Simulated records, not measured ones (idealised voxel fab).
process module | voxel wiring stack
cross-section cut | 215 nm wide | cells 5 nm
A cross-section is a grid of square cells, given in bands from the top down. A band is one or more rows of cells.
Each band's line starts with the height of the band's top and of its bottom, in nm. Then come its materials from left to right, each with its width in nm. One material with "throughout" fills the band from edge to edge. "air" is empty space.
Height 0 is the level under which the wafer as received is all one material. The lowest band goes on downwards, as in "0 down".
A width such as "30 to 40" changes by the same amount from each row of cells to the next, from the band's top row to its bottom row.
"no change" after a step means that no cell of the cross-section changed.
closed voids: empty space of 8 cells or more with no open way to the top, each as width x height at its distance from the left edge, in nm
after a step's settings: what the simulator itself notes on the step
overlay nm, on a step with a mask: how far to the right of its planned place the mask lay; to the left if negative
plan
1 op RECEIVE | material Si
2 op CONFORMAL_DEP | material SiO2 | thk nm 15
3 op DIRECTIONAL_DEP | material TiN | thk nm 5
4 op DIRECTIONAL_DEP | material W | thk nm 25
5 op PATTERN | tone cover | mask id METAL_1 | material resist | width nm 25 | pitch nm 40 | thk nm 15 | overlay nm 0
6 op DIRECTIONAL_ETCH | etch materials W | depth nm 25
7 op DIRECTIONAL_ETCH | etch materials TiN | depth nm 5
8 op STRIP | etch materials resist
9 op FILL_DEP | material lowk | thk nm 10
10 op CMP | height nm 45
11 op CONFORMAL_DEP | material SiCN | thk nm 5
12 op DIRECTIONAL_DEP | material SiO2 | thk nm 30
13 op DIRECTIONAL_DEP | material aC | thk nm 10
14 op PATTERN | tone open | mask id METAL_2 | material resist | width nm 25 | pitch nm 40 | thk nm 25 | overlay nm 0
15 op DIRECTIONAL_ETCH | etch materials aC | depth nm 10
16 op STRIP | etch materials resist
17 op DIRECTIONAL_ETCH | etch materials SiO2 | depth nm 15
18 op STRIP | etch materials aC
19 op MASKED_ETCH | tone open | mask id METAL_2_HOLES | width nm 15 | pitch nm 40 | etch materials SiO2 | depth nm 15 | overlay nm 0
20 op MASKED_ETCH | tone open | mask id METAL_2_HOLES | width nm 15 | pitch nm 40 | etch materials SiCN | depth nm 5 | overlay nm 0
21 op CONFORMAL_DEP | material TiN | thk nm 5
22 op FILL_DEP | material Cu | thk nm 10
23 op CMP | height nm 80
24 op CONFORMAL_DEP | material SiN | thk nm 5
first wafer, as planned
as received, after step 1
  0 down: Si throughout
  closed voids: none
after step 2
  15 to 0: SiO2 throughout
  below 0: unchanged
after step 3
  20 to 15: TiN throughout
  below 15: unchanged
after step 4
  45 to 20: W throughout
  below 20: unchanged
after step 5
  60 to 45: air 35 | resist 25 | air 15 | resist 25 | air 15 | resist 25 | air 15 | resist 25 | air 35
  below 45: unchanged
after step 6
  60 to 45: air 35 | resist 25 | air 15 | resist 25 | air 15 | resist 25 | air 15 | resist 25 | air 35
  45 to 20: air 35 | W 25 | air 15 | W 25 | air 15 | W 25 | air 15 | W 25 | air 35
  below 20: unchanged
after step 7
  60 to 45: air 35 | resist 25 | air 15 | resist 25 | air 15 | resist 25 | air 15 | resist 25 | air 35
  45 to 20: air 35 | W 25 | air 15 | W 25 | air 15 | W 25 | air 15 | W 25 | air 35
  20 to 15: air 35 | TiN 25 | air 15 | TiN 25 | air 15 | TiN 25 | air 15 | TiN 25 | air 35
  below 15: unchanged
after step 8
  45 to 20: air 35 | W 25 | air 15 | W 25 | air 15 | W 25 | air 15 | W 25 | air 35
  below 20: unchanged
after step 9
  55 to 45: lowk throughout
  45 to 20: lowk 35 | W 25 | lowk 15 | W 25 | lowk 15 | W 25 | lowk 15 | W 25 | lowk 35
  20 to 15: lowk 35 | TiN 25 | lowk 15 | TiN 25 | lowk 15 | TiN 25 | lowk 15 | TiN 25 | lowk 35
  below 15: unchanged
after step 10
  45 to 20: lowk 35 | W 25 | lowk 15 | W 25 | lowk 15 | W 25 | lowk 15 | W 25 | lowk 35
  below 20: unchanged
after step 11
  50 to 45: SiCN throughout
  below 45: unchanged
after step 12
  80 to 50: SiO2 throughout
  below 50: unchanged
after step 13
  90 to 80: aC throughout
  below 80: unchanged
after step 14
  115 to 90: resist 35 | air 25 | resist 15 | air 25 | resist 15 | air 25 | resist 15 | air 25 | resist 35
  below 90: unchanged
after step 15
  105 to 90: resist 35 | air 25 | resist 15 | air 25 | resist 15 | air 25 | resist 15 | air 25 | resist 35
  90 to 80: aC 35 | air 25 | aC 15 | air 25 | aC 15 | air 25 | aC 15 | air 25 | aC 35
  below 80: unchanged
after step 16
  90 to 80: aC 35 | air 25 | aC 15 | air 25 | aC 15 | air 25 | aC 15 | air 25 | aC 35
  below 80: unchanged
after step 17
  90 to 80: aC 35 | air 25 | aC 15 | air 25 | aC 15 | air 25 | aC 15 | air 25 | aC 35
  80 to 65: SiO2 35 | air 25 | SiO2 15 | air 25 | SiO2 15 | air 25 | SiO2 15 | air 25 | SiO2 35
  below 65: unchanged
after step 18
  80 to 65: SiO2 35 | air 25 | SiO2 15 | air 25 | SiO2 15 | air 25 | SiO2 15 | air 25 | SiO2 35
  below 65: unchanged
after step 19
  80 to 65: SiO2 35 | air 25 | SiO2 15 | air 25 | SiO2 15 | air 25 | SiO2 15 | air 25 | SiO2 35
  65 to 50: SiO2 35 | air 15 | SiO2 25 | air 15 | SiO2 25 | air 15 | SiO2 25 | air 15 | SiO2 45
  below 50: unchanged
after step 20
  80 to 65: SiO2 35 | air 25 | SiO2 15 | air 25 | SiO2 15 | air 25 | SiO2 15 | air 25 | SiO2 35
  65 to 50: SiO2 35 | air 15 | SiO2 25 | air 15 | SiO2 25 | air 15 | SiO2 25 | air 15 | SiO2 45
  50 to 45: SiCN 35 | air 15 | SiCN 25 | air 15 | SiCN 25 | air 15 | SiCN 25 | air 15 | SiCN 45
  below 45: unchanged
after step 21
  85 to 80: TiN 40 | air 15 | TiN 25 | air 15 | TiN 25 | air 15 | TiN 25 | air 15 | TiN 40
  80 to 70: SiO2 35 | TiN 5 | air 15 | TiN 5 | SiO2 15 | TiN 5 | air 15 | TiN 5 | SiO2 15 | TiN 5 | air 15 | TiN 5 | SiO2 15 | TiN 5 | air 15 | TiN 5 | SiO2 35
  70 to 65: SiO2 35 | TiN 5 | air 5 | TiN 15 | SiO2 15 | TiN 5 | air 5 | TiN 15 | SiO2 15 | TiN 5 | air 5 | TiN 15 | SiO2 15 | TiN 5 | air 5 | TiN 15 | SiO2 35
  65 to 50: SiO2 35 | TiN 5 | air 5 | TiN 5 | SiO2 25 | TiN 5 | air 5 | TiN 5 | SiO2 25 | TiN 5 | air 5 | TiN 5 | SiO2 25 | TiN 5 | air 5 | TiN 5 | SiO2 45
  50 to 45: SiCN 35 | TiN 15 | SiCN 25 | TiN 15 | SiCN 25 | TiN 15 | SiCN 25 | TiN 15 | SiCN 45
  below 45: unchanged
after step 22
  95 to 85: Cu throughout
  85 to 80: TiN 40 | Cu 15 | TiN 25 | Cu 15 | TiN 25 | Cu 15 | TiN 25 | Cu 15 | TiN 40
  80 to 70: SiO2 35 | TiN 5 | Cu 15 | TiN 5 | SiO2 15 | TiN 5 | Cu 15 | TiN 5 | SiO2 15 | TiN 5 | Cu 15 | TiN 5 | SiO2 15 | TiN 5 | Cu 15 | TiN 5 | SiO2 35
  70 to 65: SiO2 35 | TiN 5 | Cu 5 | TiN 15 | SiO2 15 | TiN 5 | Cu 5 | TiN 15 | SiO2 15 | TiN 5 | Cu 5 | TiN 15 | SiO2 15 | TiN 5 | Cu 5 | TiN 15 | SiO2 35
  65 to 50: SiO2 35 | TiN 5 | Cu 5 | TiN 5 | SiO2 25 | TiN 5 | Cu 5 | TiN 5 | SiO2 25 | TiN 5 | Cu 5 | TiN 5 | SiO2 25 | TiN 5 | Cu 5 | TiN 5 | SiO2 45
  below 50: unchanged
after step 23
  80 to 70: SiO2 35 | TiN 5 | Cu 15 | TiN 5 | SiO2 15 | TiN 5 | Cu 15 | TiN 5 | SiO2 15 | TiN 5 | Cu 15 | TiN 5 | SiO2 15 | TiN 5 | Cu 15 | TiN 5 | SiO2 35
  below 70: unchanged
after step 24
  85 to 80: SiN throughout
  below 80: unchanged
second wafer: like start, like plan, one mistake. Through step 2 it matches the first wafer
when step 3 should have ended: no change
when step 4 should have ended
  40 to 15: W throughout
  below 15: unchanged
when step 5 should have ended
  55 to 40: air 35 | resist 25 | air 15 | resist 25 | air 15 | resist 25 | air 15 | resist 25 | air 35
  below 40: unchanged
when step 6 should have ended
  55 to 40: air 35 | resist 25 | air 15 | resist 25 | air 15 | resist 25 | air 15 | resist 25 | air 35
  40 to 15: air 35 | W 25 | air 15 | W 25 | air 15 | W 25 | air 15 | W 25 | air 35
  below 15: unchanged
when step 7 should have ended: no change
when step 8 should have ended
  40 to 15: air 35 | W 25 | air 15 | W 25 | air 15 | W 25 | air 15 | W 25 | air 35
  below 15: unchanged
when step 9 should have ended
  50 to 40: lowk throughout
  40 to 15: lowk 35 | W 25 | lowk 15 | W 25 | lowk 15 | W 25 | lowk 15 | W 25 | lowk 35
  below 15: unchanged
when step 10 should have ended
  45 to 40: lowk throughout
  below 40: unchanged
when step 11 should have ended
  50 to 45: SiCN throughout
  below 45: unchanged
when step 12 should have ended
  80 to 50: SiO2 throughout
  below 50: unchanged
when step 13 should have ended
  90 to 80: aC throughout
  below 80: unchanged
when step 14 should have ended
  115 to 90: resist 35 | air 25 | resist 15 | air 25 | resist 15 | air 25 | resist 15 | air 25 | resist 35
  below 90: unchanged
when step 15 should have ended
  105 to 90: resist 35 | air 25 | resist 15 | air 25 | resist 15 | air 25 | resist 15 | air 25 | resist 35
  90 to 80: aC 35 | air 25 | aC 15 | air 25 | aC 15 | air 25 | aC 15 | air 25 | aC 35
  below 80: unchanged
when step 16 should have ended
  90 to 80: aC 35 | air 25 | aC 15 | air 25 | aC 15 | air 25 | aC 15 | air 25 | aC 35
  below 80: unchanged
when step 17 should have ended
  90 to 80: aC 35 | air 25 | aC 15 | air 25 | aC 15 | air 25 | aC 15 | air 25 | aC 35
  80 to 65: SiO2 35 | air 25 | SiO2 15 | air 25 | SiO2 15 | air 25 | SiO2 15 | air 25 | SiO2 35
  below 65: unchanged
when step 18 should have ended
  80 to 65: SiO2 35 | air 25 | SiO2 15 | air 25 | SiO2 15 | air 25 | SiO2 15 | air 25 | SiO2 35
  below 65: unchanged
when step 19 should have ended
  80 to 65: SiO2 35 | air 25 | SiO2 15 | air 25 | SiO2 15 | air 25 | SiO2 15 | air 25 | SiO2 35
  65 to 50: SiO2 35 | air 15 | SiO2 25 | air 15 | SiO2 25 | air 15 | SiO2 25 | air 15 | SiO2 45
  below 50: unchanged
when step 20 should have ended
  80 to 65: SiO2 35 | air 25 | SiO2 15 | air 25 | SiO2 15 | air 25 | SiO2 15 | air 25 | SiO2 35
  65 to 50: SiO2 35 | air 15 | SiO2 25 | air 15 | SiO2 25 | air 15 | SiO2 25 | air 15 | SiO2 45
  50 to 45: SiCN 35 | air 15 | SiCN 25 | air 15 | SiCN 25 | air 15 | SiCN 25 | air 15 | SiCN 45
  below 45: unchanged
when step 21 should have ended
  85 to 80: TiN 40 | air 15 | TiN 25 | air 15 | TiN 25 | air 15 | TiN 25 | air 15 | TiN 40
  80 to 70: SiO2 35 | TiN 5 | air 15 | TiN 5 | SiO2 15 | TiN 5 | air 15 | TiN 5 | SiO2 15 | TiN 5 | air 15 | TiN 5 | SiO2 15 | TiN 5 | air 15 | TiN 5 | SiO2 35
  70 to 65: SiO2 35 | TiN 5 | air 5 | TiN 15 | SiO2 15 | TiN 5 | air 5 | TiN 15 | SiO2 15 | TiN 5 | air 5 | TiN 15 | SiO2 15 | TiN 5 | air 5 | TiN 15 | SiO2 35
  65 to 50: SiO2 35 | TiN 5 | air 5 | TiN 5 | SiO2 25 | TiN 5 | air 5 | TiN 5 | SiO2 25 | TiN 5 | air 5 | TiN 5 | SiO2 25 | TiN 5 | air 5 | TiN 5 | SiO2 45
  50 to 45: SiCN 35 | TiN 15 | SiCN 25 | TiN 15 | SiCN 25 | TiN 15 | SiCN 25 | TiN 15 | SiCN 45
  below 45: unchanged
when step 22 should have ended
  95 to 85: Cu throughout
  85 to 80: TiN 40 | Cu 15 | TiN 25 | Cu 15 | TiN 25 | Cu 15 | TiN 25 | Cu 15 | TiN 40
  80 to 70: SiO2 35 | TiN 5 | Cu 15 | TiN 5 | SiO2 15 | TiN 5 | Cu 15 | TiN 5 | SiO2 15 | TiN 5 | Cu 15 | TiN 5 | SiO2 15 | TiN 5 | Cu 15 | TiN 5 | SiO2 35
  70 to 65: SiO2 35 | TiN 5 | Cu 5 | TiN 15 | SiO2 15 | TiN 5 | Cu 5 | TiN 15 | SiO2 15 | TiN 5 | Cu 5 | TiN 15 | SiO2 15 | TiN 5 | Cu 5 | TiN 15 | SiO2 35
  65 to 50: SiO2 35 | TiN 5 | Cu 5 | TiN 5 | SiO2 25 | TiN 5 | Cu 5 | TiN 5 | SiO2 25 | TiN 5 | Cu 5 | TiN 5 | SiO2 25 | TiN 5 | Cu 5 | TiN 5 | SiO2 45
  below 50: unchanged
when step 23 should have ended
  80 to 70: SiO2 35 | TiN 5 | Cu 15 | TiN 5 | SiO2 15 | TiN 5 | Cu 15 | TiN 5 | SiO2 15 | TiN 5 | Cu 15 | TiN 5 | SiO2 15 | TiN 5 | Cu 15 | TiN 5 | SiO2 35
  below 70: unchanged
when step 24 should have ended
  85 to 80: SiN throughout
  below 80: unchanged
what went wrong: step 3 was left out
at the end the second wafer has, in cells: 20 fewer of TiN | 20 more of lowk
